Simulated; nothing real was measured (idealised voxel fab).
process module | voxel self aligned contacts
cross-section cut | 250 nm wide | cells 5 nm
A cross-section is a grid of square cells, given in bands from the top down. A band is one or more rows of cells.
Each band's line starts with the height of the band's top and of its bottom, in nm. Then come its materials from left to right, each with its width in nm. One material with "throughout" fills the band from edge to edge. "air" is empty space.
Height 0 is the level under which the wafer as received is all one material. The lowest band goes on downwards, as in "0 down".
A width such as "30 to 40" changes by the same amount from each row of cells to the next, from the band's top row to its bottom row.
"no change" after a step means that no cell of the cross-section changed.
closed voids: empty space of 8 cells or more with no open way to the top, each as width x height at its distance from the left edge, in nm
after a step's settings: what the simulator itself notes on the step
overlay nm, on a step with a mask: how far to the right of its planned place the mask lay; to the left if negative
plan
1 op RECEIVE | material Si
2 op OXIDIZE | depth nm 5
3 op DIRECTIONAL_DEP | material polySi | thk nm 25
4 op DIRECTIONAL_DEP | material SiN | thk nm 25
5 op DIRECTIONAL_DEP | material aC | thk nm 15
6 op PATTERN | tone cover | mask id GATE | material resist | width nm 25 | pitch nm 65 | thk nm 30 | overlay nm 0
7 op DIRECTIONAL_ETCH | etch materials aC | depth nm 15
8 op STRIP | etch materials resist
9 op DIRECTIONAL_ETCH | etch materials SiN | depth nm 25
10 op DIRECTIONAL_ETCH | etch materials polySi | depth nm 25
11 op STRIP | etch materials aC
12 op CONFORMAL_DEP | material SiN | thk nm 10
13 op DIRECTIONAL_ETCH | etch materials SiN | depth nm 10
14 op FILL_DEP | material SiO2 | thk nm 15
15 op CMP | height nm 60
16 op PATTERN | tone open | mask id CONTACT | material resist | width nm 50 | pitch nm 65 | thk nm 20 | overlay nm 0
17 op DIRECTIONAL_ETCH | etch materials SiO2 | depth nm 65
18 op STRIP | etch materials resist
19 op CONFORMAL_DEP | material TiN | thk nm 5
20 op FILL_DEP | material W | thk nm 5
21 op CMP | height nm 60
22 op CONFORMAL_DEP | material SiN | thk nm 5
as received, after step 1
  0 down: Si throughout
  closed voids: none
first wafer at the end, as planned
  65 to 60: SiN throughout
  60 to 50: SiO2 65 | TiN 5 to 20 | W 40 to 10 | TiN 5 to 20 | SiO2 15 | TiN 5 to 20 | W 40 to 10 | TiN 5 to 20 | SiO2 70
  50 to 25: SiO2 35 | SiN 45 | TiN 5 | W 10 | TiN 5 | SiN 45 | TiN 5 | W 10 | TiN 5 | SiN 45 | SiO2 40
  25 to 0: SiO2 35 | SiN 10 | polySi 25 | SiN 10 | TiN 5 | W 10 | TiN 5 | SiN 10 | polySi 25 | SiN 10 | TiN 5 | W 10 | TiN 5 | SiN 10 | polySi 25 | SiN 10 | SiO2 40
  0 to -5: SiO2 80 | TiN 20 | SiO2 45 | TiN 20 | SiO2 85
  -5 down: Si throughout
  closed voids: none
second wafer at the end: like start, like plan, one mistake
  65 to 60: SiN throughout
  60 to 50: SiO2 65 | TiN 5 to 15 | W 40 to 20 | TiN 5 to 15 | SiO2 15 | TiN 5 to 15 | W 40 to 20 | TiN 5 to 15 | SiO2 70
  50 to 25: SiO2 40 | SiN 35 | TiN 5 | W 20 | TiN 5 | SiN 35 | TiN 5 | W 20 | TiN 5 | SiN 35 | SiO2 45
  25 to 0: SiO2 40 | SiN 10 | polySi 15 | SiN 10 | TiN 5 | W 20 | TiN 5 | SiN 10 | polySi 15 | SiN 10 | TiN 5 | W 20 | TiN 5 | SiN 10 | polySi 15 | SiN 10 | SiO2 45
  0 to -5: SiO2 75 | TiN 30 | SiO2 35 | TiN 30 | SiO2 80
  -5 down: Si throughout
  closed voids: none
what went wrong: step 6 ran as: op PATTERN | tone cover | mask id GATE | material resist | width nm 15 | pitch nm 65 | thk nm 30 | overlay nm 0
at the end the second wafer has, in cells: 30 fewer of SiN | 16 more of SiO2 | 44 more of W | 30 fewer of polySi
